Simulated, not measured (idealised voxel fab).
Name of the process module below: voxel lift off
Section shown: cut. Width: 180 nm. Cell size: 5 nm, square.
Format of a cross-section: grid, square cells. Given as bands. Order: top down. Band: one or more rows of cells.
Per band: top height and bottom height in nm, followed by the left-to-right materials and their widths in nm; "throughout" marks a single material spanning edge to edge, "empty" marks empty space.
Heights are expressed relative to 0, this being the level below which the as-received wafer comprises one material exclusively. The lowest band is unbounded in the downward direction and is denoted as in "top 0, no bottom".
Width: "30 to 40" (first number = top row, second number = bottom row, same change from row to row of cells).
A step reported as "remained unchanged" is a step in which no cell of the cross-section changed.
"Sealed void inventory" specifies each empty space that is not open to the top and that occupies no fewer than 8 cells, using the form width x height at distance, the distance measured from the left edge and all three quantities in nm.
Heads up: the bit after the settings on a step's line is the simulator's remark on that step.
overlay nm: for a step with a mask, the amount by which the mask lay right of where it was planned; a negative amount means left of it.
## Process steps foreseen in the plan
1: RECEIVE (material Si)
2: CONFORMAL_DEP (material SiN; thk nm 5)
3: PATTERN (tone open; mask id LINES; material resist; width nm 30; pitch nm 45; thk nm 20; overlay nm 0)
4: DIRECTIONAL_DEP (material Ru; thk nm 10)
5: STRIP (etch materials resist)
6: CONFORMAL_DEP (material SiCN; thk nm 5)
## Here's what the wafer looked like in cross-section when it arrived - that's after step 1
  top 0, no bottom: Si throughout
  Sealed void inventory: none
## The first of the two wafers as seen in cross-section once the module was finished; processing followed the plan
  top 20, bottom 15: empty (25) | SiCN (40) | empty (5) | SiCN (40) | empty (5) | SiCN (40) | empty (25)
  top 15, bottom 10: empty (25) | SiCN (5) | Ru (30) | SiCN (5) | empty (5) | SiCN (5) | Ru (30) | SiCN (5) | empty (5) | SiCN (5) | Ru (30) | SiCN (5) | empty (25)
  top 10, bottom 5: SiCN (30) | Ru (30) | SiCN (15) | Ru (30) | SiCN (15) | Ru (30) | SiCN (30)
  top 5, bottom 0: SiN throughout
  top 0, no bottom: Si throughout
  Sealed void inventory: none
## Cross-section of the latter of the two wafers at module completion. It had an identical start and an identical plan to the former; in running it, one mistake was made
  top 20, bottom 15: empty (25) | SiCN (40) | empty (5) | SiCN (40) | empty (5) | SiCN (40) | empty (25)
  top 15, bottom 10: empty (25) | SiCN (5) | Ru (30) | SiCN (5) | empty (5) | SiCN (5) | Ru (30) | SiCN (5) | empty (5) | SiCN (5) | Ru (30) | SiCN (5) | empty (25)
  top 10, bottom 5: SiCN (30) | Ru (30) | SiCN (15) | Ru (30) | SiCN (15) | Ru (30) | SiCN (30)
  top 5, bottom 0: Ru throughout
  top 0, no bottom: Si throughout
  Sealed void inventory: none
The mistake made against the process plan was this: step 2 ran as: CONFORMAL_DEP (material Ru; thk nm 5)
It is noted that, at the conclusion of processing, the second wafer exhibits a higher or lower cell count for certain materials relative to the first: +36 Ru; -36 SiN
